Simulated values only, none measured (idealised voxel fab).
Title: Process Module voxel capacitor over wiring
The cross-section shown here is cut; it is 265 nm wide and divided into square cells measuring 5 nm on a side.
We lay out every cross-section as a grid of square cells and spell it out in bands from the top down, where one band means one or more rows of cells. It is stipulated that each band's entry specify, in nanometres, the height of the top of the band and then that of its bottom, followed by the materials of the band in left-to-right sequence, each together with its width in nanometres. A single material marked by the word "edge to edge" is understood to fill the band from edge to edge; the word "air" is understood to denote empty space. For the purposes of this specification, 0 denotes the height below which the wafer in its as-received condition is composed wholly of one material, and the lowermost band, lacking a lower limit, extends downward without end, as expressed in "0 -> down". Think of "30->40" as a width that walks from the first number to the second as you go down the band, top row to bottom row, taking equal-sized steps from row to row. "no change" -> step changed no cross-section cell. "Trapped cavities": sealed empty spaces, 8 cells or more, no open way to top, listed width x height at distance, with distance from the left edge and width, height and distance in nm. On each step's line, the part that comes after the settings is the simulator's own comment on the step. The optional step-line setting "overlay nm" applies to steps with a mask and quantifies how far to the right of its planned location the mask lay, a negative value indicating leftward placement.
### These are the steps we planned for the process
| 1 | RECEIVE | material Si |
| 2 | CONFORMAL_DEP | material SiO2 | thk nm 15 |
| 3 | CONFORMAL_DEP | material SiN | thk nm 5 |
| 4 | DIRECTIONAL_DEP | material SiO2 | thk nm 20 |
| 5 | PATTERN | tone open | mask id METAL_1 | material resist | width nm 30 | pitch nm 80 | thk nm 15 | overlay nm 0 |
| 6 | DIRECTIONAL_ETCH | etch materials SiO2 | depth nm 20 |
| 7 | DIRECTIONAL_ETCH | etch materials SiN | depth nm 5 |
| 8 | STRIP | etch materials resist |
| 9 | CONFORMAL_DEP | material TiN | thk nm 5 |
| 10 | FILL_DEP | material Ru | thk nm 5 |
| 11 | CMP | height nm 40 |
| 12 | EPI | material Ru | thk nm 5 |
| 13 | FILL_DEP | material SiCN | thk nm 5 |
| 14 | DIRECTIONAL_DEP | material SiO2 | thk nm 20 |
| 15 | MASKED_ETCH | tone open | mask id PLUG_1 | width nm 15 | etch materials SiO2 | depth nm 20 | overlay nm 0 |
| 16 | MASKED_ETCH | tone open | mask id PLUG_1 | width nm 15 | etch materials SiCN | depth nm 5 | overlay nm 0 |
| 17 | EPI | material Ru | thk nm 10 |
| 18 | EPI | material Ru | thk nm 10 |
| 19 | EPI | material Ru | thk nm 5 |
| 20 | DIRECTIONAL_DEP | material TiN | thk nm 10 |
| 21 | DIRECTIONAL_DEP | material Al2O3 | thk nm 5 |
| 22 | DIRECTIONAL_DEP | material TiN | thk nm 10 |
| 23 | DIRECTIONAL_DEP | material aC | thk nm 15 |
| 24 | PATTERN | tone cover | mask id UPPER_PLATE | material resist | width nm 55 | thk nm 30 | overlay nm 0 |
| 25 | DIRECTIONAL_ETCH | etch materials aC | depth nm 15 |
| 26 | STRIP | etch materials resist |
| 27 | DIRECTIONAL_ETCH | etch materials TiN | depth nm 10 |
| 28 | DIRECTIONAL_ETCH | etch materials Al2O3 | depth nm 5 |
| 29 | STRIP | etch materials aC |
| 30 | MASKED_ETCH | tone cover | mask id LOWER_PLATE | width nm 65 | etch materials TiN | depth nm 10 | overlay nm 0 |
| 31 | FILL_DEP | material SiO2 | thk nm 15 |
| 32 | CMP | height nm 105 |
| 33 | DIRECTIONAL_DEP | material aC | thk nm 5 |
| 34 | PATTERN | tone open | mask id PLUG_2 | material resist | width nm 15 | thk nm 30 | overlay nm 0 |
| 35 | DIRECTIONAL_ETCH | etch materials aC | depth nm 10 |
| 36 | STRIP | etch materials resist |
| 37 | DIRECTIONAL_ETCH | etch materials SiO2 | depth nm 10 |
| 38 | STRIP | etch materials aC |
| 39 | CONFORMAL_DEP | material TiN | thk nm 5 |
| 40 | FILL_DEP | material Cu | thk nm 5 |
| 41 | CMP | height nm 105 |
| 42 | CONFORMAL_DEP | material SiCN | thk nm 5 |
All wafers enter the flow in the same state. The thk nm at step 33 differs from wafer to wafer, and the plan gives the value for the first wafer.
### Cross-section of the first of several wafers as received (after step 1)
	0 -> down = Si edge to edge
	Trapped cavities: none
### The rows of the table below are wafers. Looking at the end of the module, a row counts, for every material, the cells the wafer has gained, shown as (+), or lost, shown as (-), since it was received; its closed voids come next
thk nm 5 | +11 Al2O3 | +1 Cu | +63 Ru | +140 SiCN | +41 SiN | +829 SiO2 | +81 TiN | Trapped cavities: none
thk nm 10 | +11 Al2O3 | +1 Cu | +63 Ru | +140 SiCN | +41 SiN | +829 SiO2 | +81 TiN | Trapped cavities: none
thk nm 15 | +11 Al2O3 | +63 Ru | +140 SiCN | +41 SiN | +835 SiO2 | +76 TiN | Trapped cavities: none
thk nm 20 | +11 Al2O3 | +63 Ru | +140 SiCN | +41 SiN | +835 SiO2 | +76 TiN | Trapped cavities: none
thk nm 25 | +11 Al2O3 | +63 Ru | +140 SiCN | +41 SiN | +835 SiO2 | +76 TiN | Trapped cavities: none
